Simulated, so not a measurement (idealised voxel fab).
The document below concerns the process module designated voxel fin reveal.
Displayed cross-section: cut, width of 160 nm, square cells sized 5 nm.
Heads up, the way a cross-section reads in here is a grid of square cells, handed over as bands from the top down, with every band being one or more rows of cells. Within each band entry, the heights of the top and of the bottom of the band appear first, in that order and in nm; the materials of the band then follow from left to right, each with its corresponding width in nm. The designation "throughout" on a single material indicates that it fills the band from edge to edge; the designation "blank" indicates empty space. The level at which height equals 0 is the one under which the wafer, as it arrives, is entirely one material. No lower edge exists for the bottom band, which continues downward and is notated as in "0 nm and below". The expression "30..40" gives the width at the extremes of the band, the first number at its top row of cells and the second at its bottom row, with the width changing by equal amounts from each row to the next in between. Given "nothing got changed" for a step, no cell of the cross-section differs between before and after that step. Closed empty spaces (no open way to the top) of 8 cells or more are what "Enclosed internal cavities" lists, each as width x height at distance from the left edge, nm for all three. Text after the settings on a step's line: the simulator's own remark on that step. "overlay nm", when on a step's line for a step with a mask, measures how far to the right of its planned place the mask lay; a negative measure means to the left.

List of planned process steps:
- 1: op RECEIVE | material Si
- 2: op CONFORMAL_DEP | material SiN | thk nm 5
- 3: op DIRECTIONAL_DEP | material aC | thk nm 15
- 4: op PATTERN | tone cover | mask id FINS | material resist | width nm 15 | pitch nm 35 | thk nm 35 | overlay nm 0
- 5: op DIRECTIONAL_ETCH | etch materials aC | depth nm 15
- 6: op STRIP | etch materials resist
- 7: op DIRECTIONAL_ETCH | etch materials SiN | depth nm 5
- 8: op DIRECTIONAL_ETCH | etch materials Si | depth nm 30
- 9: op STRIP | etch materials aC
- 10: op OXIDIZE | depth nm 5
- 11: op FILL_DEP | material SiO2 | thk nm 10
- 12: op CMP | height nm 5
- 13: op SELECTIVE_ETCH | etch materials SiO2 | depth nm 15
- 14: op STRIP | etch materials SiN
- 15: op CONFORMAL_DEP | material SiO2 | thk nm 5

As-received wafer cross-section (after step 1):
	0 nm and below: Si throughout
	Enclosed internal cavities: none

Result of the module, cross-sectioned: start per above, plan per above, one error in how it was run:
	10 nm to 5 nm: 15 nm blank / 25 nm SiO2 / 10 nm blank / 25 nm SiO2 / 10 nm blank / 25 nm SiO2 / 10 nm blank / 25 nm SiO2 / 15 nm blank
	5 nm to 0 nm: 15 nm blank / 5 nm SiO2 / 15 nm SiN / 5 nm SiO2 / 10 nm blank / 5 nm SiO2 / 15 nm SiN / 5 nm SiO2 / 10 nm blank / 5 nm SiO2 / 15 nm SiN / 5 nm SiO2 / 10 nm blank / 5 nm SiO2 / 15 nm SiN / 5 nm SiO2 / 15 nm blank
	0 nm to -5 nm: 15 nm blank / 10 nm SiO2 / 5 nm Si / 10 nm SiO2 / 10 nm blank / 10 nm SiO2 / 5 nm Si / 10 nm SiO2 / 10 nm blank / 10 nm SiO2 / 5 nm Si / 10 nm SiO2 / 10 nm blank / 10 nm SiO2 / 5 nm Si / 10 nm SiO2 / 15 nm blank
	-5 nm to -30 nm: 20 nm blank / 5 nm SiO2 / 5 nm Si / 5 nm SiO2 / 20 nm blank / 5 nm SiO2 / 5 nm Si / 5 nm SiO2 / 20 nm blank / 5 nm SiO2 / 5 nm Si / 5 nm SiO2 / 20 nm blank / 5 nm SiO2 / 5 nm Si / 5 nm SiO2 / 20 nm blank
	-30 nm to -35 nm: 25 nm SiO2 / 5 nm Si / 30 nm SiO2 / 5 nm Si / 30 nm SiO2 / 5 nm Si / 30 nm SiO2 / 5 nm Si / 25 nm SiO2
	-35 nm and below: Si throughout
	Enclosed internal cavities: none
The mistake made against the process plan was this: step 14 did not happen as planned, as run it was op STRIP | etch materials SiO2
